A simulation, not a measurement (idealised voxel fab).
The following is a process module called voxel self aligned contacts.
Cross-section cut spans 240 nm and uses square cells 5 nm in size.
Bands, listed from the top down, are how a cross-section gets written in this document; the cross-section itself is a grid of square cells, and a band is one or more rows of them. Each band's line starts with the height of the band's top and of its bottom, in nm. Then come its materials from left to right, each with its width in nm. One material with "full width" fills the band from edge to edge. "air" is empty space. Height 0 is the level under which the wafer as received is all one material. The lowest band goes on downwards, as in "top 0, no bottom". The two numbers in a width such as "30 to 40" mark its ends across the band: the first belongs to the top row of cells, the second to the bottom row, and from each row to the next the width moves by the same amount. Take "nothing got changed" at face value: in the step it is given for, the cross-section changed in none of its cells. Heads up: "Trapped cavities" only lists the empty pockets with no open path to the top that are 8 cells or more, and it writes them as width x height at distance, distance from the left edge, in nm. If you see something after the settings on a step's line, that's the simulator's own remark about that step. The optional step-line setting "overlay nm" applies to steps with a mask and quantifies how far to the right of its planned location the mask lay, a negative value indicating leftward placement. Pairs, read this way: before one process step on the one hand, after it on the other, the after cross-section ending at the lowest band that changed; the step between, settings included, beneath. Same starting wafer throughout, but possibly different runs of this module, so no pair continues from the pair above unless its entry headed "Structure before processing" says so.

Structure before processing:
  top 55, bottom 35: SiO2 55 | SiN 55 | SiO2 20 | SiN 55 | SiO2 55
  top 35, bottom 30: SiN full width
  top 30, bottom 5: polySi full width
  top 5, bottom 0: SiO2 full width
  top 0, no bottom: Si full width
  Trapped cavities: none

Post-Step Snapshot:
  top 55, bottom 35: SiO2 55 | SiN 55 | air 20 | SiN 55 | SiO2 55
  Everything below 35 is unchanged.
  Trapped cavities: none
Process step (between the before and after cross-sections above): MASKED_ETCH, tone open, mask id CONTACT, width nm 60, etch materials SiO2, depth nm 55, overlay nm 0

Structure before processing: nothing new to draw here, it's the after view of the pair just above.

Post-Step Snapshot:
  top 60, bottom 55: TiN 115 | air 10 | TiN 115
  top 55, bottom 40: SiO2 55 | SiN 55 | TiN 5 | air 10 | TiN 5 | SiN 55 | SiO2 55
  top 40, bottom 35: SiO2 55 | SiN 55 | TiN 20 | SiN 55 | SiO2 55
  Everything below 35 is unchanged.
  Trapped cavities: none
Process step (between the before and after cross-sections above): CONFORMAL_DEP, material TiN, thk nm 5

Structure before processing: nothing new to draw here, it's the after view of the pair just above.

Post-Step Snapshot:
  top 65, bottom 60: W full width
  top 60, bottom 55: TiN 115 | W 10 | TiN 115
  top 55, bottom 40: SiO2 55 | SiN 55 | TiN 5 | W 10 | TiN 5 | SiN 55 | SiO2 55
  Everything below 40 is unchanged.
  Trapped cavities: none
Process step (between the before and after cross-sections above): FILL_DEP, material W, thk nm 5

Structure before processing: nothing new to draw here, it's the after view of the pair just above.

Post-Step Snapshot:
  top 55, bottom 40: SiO2 55 | SiN 55 | TiN 5 | W 10 | TiN 5 | SiN 55 | SiO2 55
  Everything below 40 is unchanged.
  Trapped cavities: none
Process step (between the before and after cross-sections above): CMP, height nm 55

Structure before processing: nothing new to draw here, it's the after view of the pair just above.

Post-Step Snapshot:
  top 60, bottom 55: SiCN full width
  Everything below 55 is unchanged.
  Trapped cavities: none
Process step (between the before and after cross-sections above): CONFORMAL_DEP, material SiCN, thk nm 5

Structure before processing:
  top 55, bottom 50: SiO2 full width
  top 50, bottom 30: SiO2 55 | SiN 55 | SiO2 20 | SiN 55 | SiO2 55
  top 30, bottom 5: SiO2 55 | SiN 10 | polySi 35 | SiN 10 | SiO2 20 | SiN 10 | polySi 35 | SiN 10 | SiO2 55
  top 5, bottom 0: SiO2 full width
  top 0, no bottom: Si full width
  Trapped cavities: none

Post-Step Snapshot:
  top 55, bottom 50: SiO2 95 | air 50 | SiO2 95
  top 50, bottom 30: SiO2 55 | SiN 55 | air 20 | SiN 55 | SiO2 55
  top 30, bottom 5: SiO2 55 | SiN 10 | polySi 35 | SiN 10 | air 20 | SiN 10 | polySi 35 | SiN 10 | SiO2 55
  top 5, bottom 0: SiO2 110 | air 20 | SiO2 110
  Everything below 0 is unchanged.
  Trapped cavities: none
Process step (between the before and after cross-sections above): MASKED_ETCH, tone open, mask id CONTACT, width nm 50, etch materials SiO2, depth nm 55, overlay nm 0

Structure before processing: nothing new to draw here, it's the after view of the pair just above.

Post-Step Snapshot:
  top 60, bottom 55: TiN 100 | air 40 | TiN 100
  top 55, bottom 50: SiO2 95 | TiN 20 | air 10 | TiN 20 | SiO2 95
  top 50, bottom 30: SiO2 55 | SiN 55 | TiN 5 | air 10 | TiN 5 | SiN 55 | SiO2 55
  top 30, bottom 5: SiO2 55 | SiN 10 | polySi 35 | SiN 10 | TiN 5 | air 10 | TiN 5 | SiN 10 | polySi 35 | SiN 10 | SiO2 55
  top 5, bottom 0: SiO2 110 | TiN 20 | SiO2 110
  Everything below 0 is unchanged.
  Trapped cavities: none
Process step (between the before and after cross-sections above): CONFORMAL_DEP, material TiN, thk nm 5

Structure before processing: nothing new to draw here, it's the after view of the pair just above.

Post-Step Snapshot:
  top 65, bottom 60: W full width
  top 60, bottom 55: TiN 100 | W 40 | TiN 100
  top 55, bottom 50: SiO2 95 | TiN 20 | W 10 | TiN 20 | SiO2 95
  top 50, bottom 30: SiO2 55 | SiN 55 | TiN 5 | W 10 | TiN 5 | SiN 55 | SiO2 55
  top 30, bottom 5: SiO2 55 | SiN 10 | polySi 35 | SiN 10 | TiN 5 | W 10 | TiN 5 | SiN 10 | polySi 35 | SiN 10 | SiO2 55
  Everything below 5 is unchanged.
  Trapped cavities: none
Process step (between the before and after cross-sections above): FILL_DEP, material W, thk nm 5

Structure before processing: nothing new to draw here, it's the after view of the pair just above.

Post-Step Snapshot:
  top 55, bottom 50: SiO2 95 | TiN 20 | W 10 | TiN 20 | SiO2 95
  Everything below 50 is unchanged.
  Trapped cavities: none
Process step (between the before and after cross-sections above): CMP, height nm 55

Structure before processing: nothing new to draw here, it's the after view of the pair just above.

Post-Step Snapshot:
  top 60, bottom 55: SiCN full width
  Everything below 55 is unchanged.
  Trapped cavities: none
Process step (between the before and after cross-sections above): CONFORMAL_DEP, material SiCN, thk nm 5

Structure before processing:
  top 60, bottom 50: aC full width
  top 50, bottom 30: SiN full width
  top 30, bottom 5: polySi full width
  top 5, bottom 0: SiO2 full width
  top 0, no bottom: Si full width
  Trapped cavities: none

Post-Step Snapshot:
  top 85, bottom 60: air 75 | resist 35 | air 40 | resist 35 | air 55
  Everything below 60 is unchanged.
  Trapped cavities: none
Process step (between the before and after cross-sections above): PATTERN, tone cover, mask id GATE, material resist, width nm 35, pitch nm 75, thk nm 25, overlay nm 10

Structure before processing: nothing new to draw here, it's the after view of the pair just above.

Post-Step Snapshot:
  top 75, bottom 60: air 75 | resist 35 | air 40 | resist 35 | air 55
  top 60, bottom 50: air 75 | aC 35 | air 40 | aC 35 | air 55
  Everything below 50 is unchanged.
  Trapped cavities: none
Process step (between the before and after cross-sections above): DIRECTIONAL_ETCH, etch materials aC, depth nm 10

Structure before processing: nothing new to draw here, it's the after view of the pair just above.

Post-Step Snapshot:
  top 60, bottom 50: air 75 | aC 35 | air 40 | aC 35 | air 55
  Everything below 50 is unchanged.
  Trapped cavities: none
Process step (between the before and after cross-sections above): STRIP, etch materials resist

Structure before processing: nothing new to draw here, it's the after view of the pair just above.

Post-Step Snapshot:
  top 60, bottom 50: air 75 | aC 35 | air 40 | aC 35 | air 55
  top 50, bottom 30: air 75 | SiN 35 | air 40 | SiN 35 | air 55
  Everything below 30 is unchanged.
  Trapped cavities: none
Process step (between the before and after cross-sections above): DIRECTIONAL_ETCH, etch materials SiN, depth nm 20

Structure before processing: nothing new to draw here, it's the after view of the pair just above.

Post-Step Snapshot:
  top 60, bottom 50: air 75 | aC 35 | air 40 | aC 35 | air 55
  top 50, bottom 30: air 75 | SiN 35 | air 40 | SiN 35 | air 55
  top 30, bottom 5: air 75 | polySi 35 | air 40 | polySi 35 | air 55
  Everything below 5 is unchanged.
  Trapped cavities: none
Process step (between the before and after cross-sections above): DIRECTIONAL_ETCH, etch materials polySi, depth nm 25

Structure before processing: nothing new to draw here, it's the after view of the pair just above.

Post-Step Snapshot:
  top 50, bottom 30: air 75 | SiN 35 | air 40 | SiN 35 | air 55
  Everything below 30 is unchanged.
  Trapped cavities: none
Process step (between the before and after cross-sections above): STRIP, etch materials aC

Structure before processing: nothing new to draw here, it's the after view of the pair just above.

Post-Step Snapshot:
  top 60, bottom 30: air 65 | SiN 55 | air 20 | SiN 55 | air 45
  top 30, bottom 15: air 65 | SiN 10 | polySi 35 | SiN 10 | air 20 | SiN 10 | polySi 35 | SiN 10 | air 45
  top 15, bottom 5: SiN 75 | polySi 35 | SiN 40 | polySi 35 | SiN 55
  Everything below 5 is unchanged.
  Trapped cavities: none
Process step (between the before and after cross-sections above): CONFORMAL_DEP, material SiN, thk nm 10

Structure before processing: nothing new to draw here, it's the after view of the pair just above.

Post-Step Snapshot:
  top 50, bottom 30: air 65 | SiN 55 | air 20 | SiN 55 | air 45
  top 30, bottom 5: air 65 | SiN 10 | polySi 35 | SiN 10 | air 20 | SiN 10 | polySi 35 | SiN 10 | air 45
  Everything below 5 is unchanged.
  Trapped cavities: none
Process step (between the before and after cross-sections above): DIRECTIONAL_ETCH, etch materials SiN, depth nm 10

Structure before processing: nothing new to draw here, it's the after view of the pair just above.

Post-Step Snapshot:
  top 60, bottom 50: SiO2 full width
  top 50, bottom 30: SiO2 65 | SiN 55 | SiO2 20 | SiN 55 | SiO2 45
  top 30, bottom 5: SiO2 65 | SiN 10 | polySi 35 | SiN 10 | SiO2 20 | SiN 10 | polySi 35 | SiN 10 | SiO2 45
  Everything below 5 is unchanged.
  Trapped cavities: none
Process step (between the before and after cross-sections above): FILL_DEP, material SiO2, thk nm 10

Structure before processing: nothing new to draw here, it's the after view of the pair just above.

Post-Step Snapshot:
  top 55, bottom 50: SiO2 full width
  Everything below 50 is unchanged.
  Trapped cavities: none
Process step (between the before and after cross-sections above): CMP, height nm 55

Structure before processing: nothing new to draw here, it's the after view of the pair just above.

Post-Step Snapshot:
  top 55, bottom 50: SiO2 90 | air 60 | SiO2 90
  top 50, bottom 30: SiO2 65 | SiN 55 | air 20 | SiN 55 | SiO2 45
  top 30, bottom 5: SiO2 65 | SiN 10 | polySi 35 | SiN 10 | air 20 | SiN 10 | polySi 35 | SiN 10 | SiO2 45
  top 5, bottom 0: SiO2 120 | air 20 | SiO2 100
  Everything below 0 is unchanged.
  Trapped cavities: none
Process step (between the before and after cross-sections above): MASKED_ETCH, tone open, mask id CONTACT, width nm 60, etch materials SiO2, depth nm 55, overlay nm 0

Structure before processing: nothing new to draw here, it's the after view of the pair just above.

Post-Step Snapshot:
  top 60, bottom 55: TiN 95 | air 50 | TiN 95
  top 55, bottom 50: SiO2 90 | TiN 35 | air 10 | TiN 15 | SiO2 90
  top 50, bottom 30: SiO2 65 | SiN 55 | TiN 5 | air 10 | TiN 5 | SiN 55 | SiO2 45
  top 30, bottom 5: SiO2 65 | SiN 10 | polySi 35 | SiN 10 | TiN 5 | air 10 | TiN 5 | SiN 10 | polySi 35 | SiN 10 | SiO2 45
  top 5, bottom 0: SiO2 120 | TiN 20 | SiO2 100
  Everything below 0 is unchanged.
  Trapped cavities: none
Process step (between the before and after cross-sections above): CONFORMAL_DEP, material TiN, thk nm 5

Structure before processing: nothing new to draw here, it's the after view of the pair just above.

Post-Step Snapshot:
  top 65, bottom 60: W full width
  top 60, bottom 55: TiN 95 | W 50 | TiN 95
  top 55, bottom 50: SiO2 90 | TiN 35 | W 10 | TiN 15 | SiO2 90
  top 50, bottom 30: SiO2 65 | SiN 55 | TiN 5 | W 10 | TiN 5 | SiN 55 | SiO2 45
  top 30, bottom 5: SiO2 65 | SiN 10 | polySi 35 | SiN 10 | TiN 5 | W 10 | TiN 5 | SiN 10 | polySi 35 | SiN 10 | SiO2 45
  Everything below 5 is unchanged.
  Trapped cavities: none
Process step (between the before and after cross-sections above): FILL_DEP, material W, thk nm 5

Structure before processing: nothing new to draw here, it's the after view of the pair just above.

Post-Step Snapshot:
  top 55, bottom 50: SiO2 90 | TiN 35 | W 10 | TiN 15 | SiO2 90
  Everything below 50 is unchanged.
  Trapped cavities: none
Process step (between the before and after cross-sections above): CMP, height nm 55

Structure before processing: nothing new to draw here, it's the after view of the pair just above.

Post-Step Snapshot:
  top 60, bottom 55: SiCN full width
  Everything below 55 is unchanged.
  Trapped cavities: none
Process step (between the before and after cross-sections above): CONFORMAL_DEP, material SiCN, thk nm 5

Structure before processing:
  top 55, bottom 50: SiO2 90 | air 60 | SiO2 90
  top 50, bottom 30: SiO2 55 | SiN 55 | air 20 | SiN 55 | SiO2 55
  top 30, bottom 5: SiO2 55 | SiN 10 | polySi 35 | SiN 10 | air 20 | SiN 10 | polySi 35 | SiN 10 | SiO2 55
  top 5, bottom 0: SiO2 110 | air 20 | SiO2 110
  top 0, no bottom: Si full width
  Trapped cavities: none

Post-Step Snapshot:
  top 60, bottom 50: SiO2 95 to 115 | air 50 to 10 | SiO2 95 to 115
  top 50, bottom 30: SiO2 55 | SiN 55 | SiO2 5 | air 10 | SiO2 5 | SiN 55 | SiO2 55
  top 30, bottom 5: SiO2 55 | SiN 10 | polySi 35 | SiN 10 | SiO2 5 | air 10 | SiO2 5 | SiN 10 | polySi 35 | SiN 10 | SiO2 55
  top 5, bottom 0: SiO2 full width
  Everything below 0 is unchanged.
  Trapped cavities: none
Process step (between the before and after cross-sections above): CONFORMAL_DEP, material SiO2, thk nm 5

Structure before processing: nothing new to draw here, it's the after view of the pair just above.

Post-Step Snapshot:
  top 65, bottom 60: W full width
  top 60, bottom 50: SiO2 95 to 115 | W 50 to 10 | SiO2 95 to 115
  top 50, bottom 30: SiO2 55 | SiN 55 | SiO2 5 | W 10 | SiO2 5 | SiN 55 | SiO2 55
  top 30, bottom 5: SiO2 55 | SiN 10 | polySi 35 | SiN 10 | SiO2 5 | W 10 | SiO2 5 | SiN 10 | polySi 35 | SiN 10 | SiO2 55
  Everything below 5 is unchanged.
  Trapped cavities: none
Process step (between the before and after cross-sections above): FILL_DEP, material W, thk nm 5

Structure before processing: nothing new to draw here, it's the after view of the pair just above.

Post-Step Snapshot:
  top 55, bottom 50: SiO2 115 | W 10 | SiO2 115
  Everything below 50 is unchanged.
  Trapped cavities: none
Process step (between the before and after cross-sections above): CMP, height nm 55

Structure before processing: nothing new to draw here, it's the after view of the pair just above.

Post-Step Snapshot:
  top 60, bottom 55: SiCN full width
  Everything below 55 is unchanged.
  Trapped cavities: none
Process step (between the before and after cross-sections above): CONFORMAL_DEP, material SiCN, thk nm 5

Structure before processing:
  top 60, bottom 50: aC full width
  top 50, bottom 30: SiN full width
  top 30, bottom 5: polySi full width
  top 5, bottom 0: SiO2 full width
  top 0, no bottom: Si full width
  Trapped cavities: none

Post-Step Snapshot:
  top 85, bottom 60: resist 65 | air 35 | resist 40 | air 35 | resist 65
  Everything below 60 is unchanged.
  Trapped cavities: none
Process step (between the before and after cross-sections above): PATTERN, tone open, mask id GATE, material resist, width nm 35, pitch nm 75, thk nm 25, overlay nm 0

Structure before processing: nothing new to draw here, it's the after view of the pair just above.

Post-Step Snapshot:
  top 75, bottom 60: resist 65 | air 35 | resist 40 | air 35 | resist 65
  top 60, bottom 50: aC 65 | air 35 | aC 40 | air 35 | aC 65
  Everything below 50 is unchanged.
  Trapped cavities: none
Process step (between the before and after cross-sections above): DIRECTIONAL_ETCH, etch materials aC, depth nm 10

Structure before processing: nothing new to draw here, it's the after view of the pair just above.

Post-Step Snapshot:
  top 60, bottom 50: aC 65 | air 35 | aC 40 | air 35 | aC 65
  Everything below 50 is unchanged.
  Trapped cavities: none
Process step (between the before and after cross-sections above): STRIP, etch materials resist

Structure before processing: nothing new to draw here, it's the after view of the pair just above.

Post-Step Snapshot:
  top 60, bottom 50: aC 65 | air 35 | aC 40 | air 35 | aC 65
  top 50, bottom 30: SiN 65 | air 35 | SiN 40 | air 35 | SiN 65
  Everything below 30 is unchanged.
  Trapped cavities: none
Process step (between the before and after cross-sections above): DIRECTIONAL_ETCH, etch materials SiN, depth nm 20

Structure before processing: nothing new to draw here, it's the after view of the pair just above.

Post-Step Snapshot:
  top 60, bottom 50: aC 65 | air 35 | aC 40 | air 35 | aC 65
  top 50, bottom 30: SiN 65 | air 35 | SiN 40 | air 35 | SiN 65
  top 30, bottom 5: polySi 65 | air 35 | polySi 40 | air 35 | polySi 65
  Everything below 5 is unchanged.
  Trapped cavities: none
Process step (between the before and after cross-sections above): DIRECTIONAL_ETCH, etch materials polySi, depth nm 25

Structure before processing: nothing new to draw here, it's the after view of the pair just above.

Post-Step Snapshot:
  top 50, bottom 30: SiN 65 | air 35 | SiN 40 | air 35 | SiN 65
  Everything below 30 is unchanged.
  Trapped cavities: none
Process step (between the before and after cross-sections above): STRIP, etch materials aC

Structure before processing: nothing new to draw here, it's the after view of the pair just above.

Post-Step Snapshot:
  top 60, bottom 30: SiN 75 | air 15 | SiN 60 | air 15 | SiN 75
  top 30, bottom 15: polySi 65 | SiN 10 | air 15 | SiN 10 | polySi 40 | SiN 10 | air 15 | SiN 10 | polySi 65
  top 15, bottom 5: polySi 65 | SiN 35 | polySi 40 | SiN 35 | polySi 65
  Everything below 5 is unchanged.
  Trapped cavities: none
Process step (between the before and after cross-sections above): CONFORMAL_DEP, material SiN, thk nm 10

Structure before processing: nothing new to draw here, it's the after view of the pair just above.

Post-Step Snapshot:
  top 50, bottom 30: SiN 75 | air 15 | SiN 60 | air 15 | SiN 75
  top 30, bottom 5: polySi 65 | SiN 10 | air 15 | SiN 10 | polySi 40 | SiN 10 | air 15 | SiN 10 | polySi 65
  Everything below 5 is unchanged.
  Trapped cavities: none
Process step (between the before and after cross-sections above): DIRECTIONAL_ETCH, etch materials SiN, depth nm 10

Structure before processing: nothing new to draw here, it's the after view of the pair just above.

Post-Step Snapshot:
  top 60, bottom 50: SiO2 full width
  top 50, bottom 30: SiN 75 | SiO2 15 | SiN 60 | SiO2 15 | SiN 75
  top 30, bottom 5: polySi 65 | SiN 10 | SiO2 15 | SiN 10 | polySi 40 | SiN 10 | SiO2 15 | SiN 10 | polySi 65
  Everything below 5 is unchanged.
  Trapped cavities: none
Process step (between the before and after cross-sections above): FILL_DEP, material SiO2, thk nm 10

Structure before processing: nothing new to draw here, it's the after view of the pair just above.

Post-Step Snapshot:
  top 55, bottom 50: SiO2 full width
  Everything below 50 is unchanged.
  Trapped cavities: none
Process step (between the before and after cross-sections above): CMP, height nm 55

Structure before processing: nothing new to draw here, it's the after view of the pair just above.

Post-Step Snapshot:
  top 55, bottom 50: SiO2 90 | air 60 | SiO2 90
  Everything below 50 is unchanged.
  Trapped cavities: none
Process step (between the before and after cross-sections above): MASKED_ETCH, tone open, mask id CONTACT, width nm 60, etch materials SiO2, depth nm 55, overlay nm 0

Structure before processing: nothing new to draw here, it's the after view of the pair just above.

Post-Step Snapshot:
  top 60, bottom 55: TiN 95 | air 50 | TiN 95
  top 55, bottom 50: SiO2 90 | TiN 60 | SiO2 90
  Everything below 50 is unchanged.
  Trapped cavities: none
Process step (between the before and after cross-sections above): CONFORMAL_DEP, material TiN, thk nm 5

Structure before processing: nothing new to draw here, it's the after view of the pair just above.

Post-Step Snapshot:
  top 65, bottom 60: W full width
  top 60, bottom 55: TiN 95 | W 50 | TiN 95
  Everything below 55 is unchanged.
  Trapped cavities: none
Process step (between the before and after cross-sections above): FILL_DEP, material W, thk nm 5

Structure before processing: nothing new to draw here, it's the after view of the pair just above.

Post-Step Snapshot:
  top 55, bottom 50: SiO2 90 | TiN 60 | SiO2 90
  Everything below 50 is unchanged.
  Trapped cavities: none
Process step (between the before and after cross-sections above): CMP, height nm 55

Structure before processing: nothing new to draw here, it's the after view of the pair just above.

Post-Step Snapshot:
  top 60, bottom 55: SiCN full width
  Everything below 55 is unchanged.
  Trapped cavities: none
Process step (between the before and after cross-sections above): CONFORMAL_DEP, material SiCN, thk nm 5
